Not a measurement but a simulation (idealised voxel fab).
The process module presented herein is designated voxel self aligned vias.
Xsec cut, 145 nm wide, square cell size 5 nm.
Cross-section spec: square-cell grid; bands listed top down; each band is one or more rows. Look at the band entry: it leads with the top's height and the bottom's height in nm. Then it lists the materials left to right, with a width in nm for each. The word "full width" on a single material says that material fills the band edge to edge. The word "empty" is empty space. Height 0 is the level under which the wafer as received is all one material. The lowest band goes on downwards, as in "0 nm and below". When a width is written as two numbers, as in "30->40", the first number is the width in the top row of cells of the band and the second is the width in its bottom row, and the width changes by the same amount from each row to the next. Basically "all unchanged" means that step didn't change any cell in the cross-section. Entry "Closed void entries" = empty spaces >= 8 cells with no open way to the top; each as width x height at distance, distance from left edge, all nm. Heads up: the bit after the settings on a step's line is the simulator's remark on that step. A step line may carry the setting "overlay nm", which, for steps involving a mask, states the distance by which the mask lay to the right of its intended position; negative values denote displacement to the left.
-- Steps in the process plan
1,RECEIVE,material Si
2,CONFORMAL_DEP,material SiO2,thk nm 10
3,CONFORMAL_DEP,material SiCN,thk nm 5
4,DIRECTIONAL_DEP,material SiO2,thk nm 20
5,MASKED_ETCH,tone open,mask id LINES,width nm 20,pitch nm 45,etch materials SiO2,depth nm 20,overlay nm 0
6,CONFORMAL_DEP,material TiN,thk nm 5
7,FILL_DEP,material W,thk nm 5
8,CMP,height nm 35
9,SELECTIVE_ETCH,etch materials W Ru TiN,depth nm 10
10,FILL_DEP,material SiN,thk nm 10
11,CMP,height nm 35
12,DIRECTIONAL_DEP,material SiO2,thk nm 15
13,PATTERN,tone open,mask id VIAS,material resist,width nm 30,thk nm 20,overlay nm 0
14,DIRECTIONAL_ETCH,etch materials SiO2,depth nm 15
15,DIRECTIONAL_ETCH,etch materials SiN,depth nm 10
16,STRIP,etch materials resist
17,CONFORMAL_DEP,material TiN,thk nm 5
18,FILL_DEP,material W,thk nm 5
19,CMP,height nm 50
20,CONFORMAL_DEP,material SiCN,thk nm 5
-- The first of a set of two wafers, run to plan
-- Cross-section, incoming material, after step 1
    0 nm and below: Si full width
    Closed void entries: none
-- The wafer, seen in cross-section, after step 2
    10 nm to 0 nm: SiO2 full width
    Below 0, no change.
-- The wafer, seen in cross-section, after step 3
    15 nm to 10 nm: SiCN full width
    Below 10, no change.
-- The wafer, seen in cross-section, after step 4
    35 nm to 15 nm: SiO2 full width
    Below 15, no change.
-- The wafer, seen in cross-section, after step 5
    35 nm to 15 nm: SiO2 40 nm / empty 20 nm / SiO2 25 nm / empty 20 nm / SiO2 40 nm
    Below 15, no change.
-- The wafer, seen in cross-section, after step 6
    40 nm to 35 nm: TiN 45 nm / empty 10 nm / TiN 35 nm / empty 10 nm / TiN 45 nm
    35 nm to 20 nm: SiO2 40 nm / TiN 5 nm / empty 10 nm / TiN 5 nm / SiO2 25 nm / TiN 5 nm / empty 10 nm / TiN 5 nm / SiO2 40 nm
    20 nm to 15 nm: SiO2 40 nm / TiN 20 nm / SiO2 25 nm / TiN 20 nm / SiO2 40 nm
    Below 15, no change.
-- The wafer, seen in cross-section, after step 7
    45 nm to 40 nm: W full width
    40 nm to 35 nm: TiN 45 nm / W 10 nm / TiN 35 nm / W 10 nm / TiN 45 nm
    35 nm to 20 nm: SiO2 40 nm / TiN 5 nm / W 10 nm / TiN 5 nm / SiO2 25 nm / TiN 5 nm / W 10 nm / TiN 5 nm / SiO2 40 nm
    Below 20, no change.
-- The wafer, seen in cross-section, after step 8
    35 nm to 20 nm: SiO2 40 nm / TiN 5 nm / W 10 nm / TiN 5 nm / SiO2 25 nm / TiN 5 nm / W 10 nm / TiN 5 nm / SiO2 40 nm
    Below 20, no change.
-- The wafer, seen in cross-section, after step 9
    35 nm to 25 nm: SiO2 40 nm / empty 20 nm / SiO2 25 nm / empty 20 nm / SiO2 40 nm
    Below 25, no change.
-- The wafer, seen in cross-section, after step 10
    45 nm to 35 nm: SiN full width
    35 nm to 25 nm: SiO2 40 nm / SiN 20 nm / SiO2 25 nm / SiN 20 nm / SiO2 40 nm
    Below 25, no change.
-- The wafer, seen in cross-section, after step 11
    35 nm to 25 nm: SiO2 40 nm / SiN 20 nm / SiO2 25 nm / SiN 20 nm / SiO2 40 nm
    Below 25, no change.
-- The wafer, seen in cross-section, after step 12
    50 nm to 35 nm: SiO2 full width
    Below 35, no change.
-- The wafer, seen in cross-section, after step 13
    70 nm to 50 nm: resist 35 nm / empty 30 nm / resist 80 nm
    Below 50, no change.
-- The wafer, seen in cross-section, after step 14
    70 nm to 50 nm: resist 35 nm / empty 30 nm / resist 80 nm
    50 nm to 35 nm: SiO2 35 nm / empty 30 nm / SiO2 80 nm
    Below 35, no change.
-- The wafer, seen in cross-section, after step 15
    70 nm to 50 nm: resist 35 nm / empty 30 nm / resist 80 nm
    50 nm to 35 nm: SiO2 35 nm / empty 30 nm / SiO2 80 nm
    35 nm to 25 nm: SiO2 40 nm / empty 20 nm / SiO2 25 nm / SiN 20 nm / SiO2 40 nm
    Below 25, no change.
-- The wafer, seen in cross-section, after step 16
    50 nm to 35 nm: SiO2 35 nm / empty 30 nm / SiO2 80 nm
    Below 35, no change.
-- The wafer, seen in cross-section, after step 17
    55 nm to 50 nm: TiN 40 nm / empty 20 nm / TiN 85 nm
    50 nm to 40 nm: SiO2 35 nm / TiN 5 nm / empty 20 nm / TiN 5 nm / SiO2 80 nm
    40 nm to 35 nm: SiO2 35 nm / TiN 10 nm / empty 10 nm / TiN 10 nm / SiO2 80 nm
    35 nm to 30 nm: SiO2 40 nm / TiN 5 nm / empty 10 nm / TiN 5 nm / SiO2 25 nm / SiN 20 nm / SiO2 40 nm
    30 nm to 25 nm: SiO2 40 nm / TiN 20 nm / SiO2 25 nm / SiN 20 nm / SiO2 40 nm
    Below 25, no change.
-- The wafer, seen in cross-section, after step 18
    60 nm to 55 nm: W full width
    55 nm to 50 nm: TiN 40 nm / W 20 nm / TiN 85 nm
    50 nm to 40 nm: SiO2 35 nm / TiN 5 nm / W 20 nm / TiN 5 nm / SiO2 80 nm
    40 nm to 35 nm: SiO2 35 nm / TiN 10 nm / W 10 nm / TiN 10 nm / SiO2 80 nm
    35 nm to 30 nm: SiO2 40 nm / TiN 5 nm / W 10 nm / TiN 5 nm / SiO2 25 nm / SiN 20 nm / SiO2 40 nm
    Below 30, no change.
-- The wafer, seen in cross-section, after step 19
    50 nm to 40 nm: SiO2 35 nm / TiN 5 nm / W 20 nm / TiN 5 nm / SiO2 80 nm
    Below 40, no change.
-- The wafer, seen in cross-section, after step 20
    55 nm to 50 nm: SiCN full width
    Below 50, no change.
-- Second wafer - shared start and plan with the first - one error in running - same as the first up to step 12 inclusive
-- Cross-section of the second wafer corresponding to the planned conclusion of step 13
    70 nm to 50 nm: resist 45 nm / empty 30 nm / resist 70 nm
    Below 50, no change.
-- Cross-section of the second wafer corresponding to the planned conclusion of step 14
    70 nm to 50 nm: resist 45 nm / empty 30 nm / resist 70 nm
    50 nm to 35 nm: SiO2 45 nm / empty 30 nm / SiO2 70 nm
    Below 35, no change.
-- Cross-section of the second wafer corresponding to the planned conclusion of step 15
    70 nm to 50 nm: resist 45 nm / empty 30 nm / resist 70 nm
    50 nm to 35 nm: SiO2 45 nm / empty 30 nm / SiO2 70 nm
    35 nm to 25 nm: SiO2 40 nm / SiN 5 nm / empty 15 nm / SiO2 25 nm / SiN 20 nm / SiO2 40 nm
    Below 25, no change.
-- Cross-section of the second wafer corresponding to the planned conclusion of step 16
    50 nm to 35 nm: SiO2 45 nm / empty 30 nm / SiO2 70 nm
    Below 35, no change.
-- Cross-section of the second wafer corresponding to the planned conclusion of step 17
    55 nm to 50 nm: TiN 50 nm / empty 20 nm / TiN 75 nm
    50 nm to 40 nm: SiO2 45 nm / TiN 5 nm / empty 20 nm / TiN 5 nm / SiO2 70 nm
    40 nm to 35 nm: SiO2 45 nm / TiN 5 nm / empty 5 nm / TiN 20 nm / SiO2 70 nm
    35 nm to 30 nm: SiO2 40 nm / SiN 5 nm / TiN 5 nm / empty 5 nm / TiN 5 nm / SiO2 25 nm / SiN 20 nm / SiO2 40 nm
    30 nm to 25 nm: SiO2 40 nm / SiN 5 nm / TiN 15 nm / SiO2 25 nm / SiN 20 nm / SiO2 40 nm
    Below 25, no change.
-- Cross-section of the second wafer corresponding to the planned conclusion of step 18
    60 nm to 55 nm: W full width
    55 nm to 50 nm: TiN 50 nm / W 20 nm / TiN 75 nm
    50 nm to 40 nm: SiO2 45 nm / TiN 5 nm / W 20 nm / TiN 5 nm / SiO2 70 nm
    40 nm to 35 nm: SiO2 45 nm / TiN 5 nm / W 5 nm / TiN 20 nm / SiO2 70 nm
    35 nm to 30 nm: SiO2 40 nm / SiN 5 nm / TiN 5 nm / W 5 nm / TiN 5 nm / SiO2 25 nm / SiN 20 nm / SiO2 40 nm
    Below 30, no change.
-- Cross-section of the second wafer corresponding to the planned conclusion of step 19
    50 nm to 40 nm: SiO2 45 nm / TiN 5 nm / W 20 nm / TiN 5 nm / SiO2 70 nm
    Below 40, no change.
-- Cross-section of the second wafer corresponding to the planned conclusion of step 20
    55 nm to 50 nm: SiCN full width
    Below 50, no change.
Deviation from plan: heads up, step 13 didn't go per plan, it actually ran as PATTERN,tone open,mask id VIAS,material resist,width nm 30,thk nm 20,overlay nm 10
The final cell counts differ between the wafers, with the second having more or fewer of some materials than the first: +2 SiN; -2 W
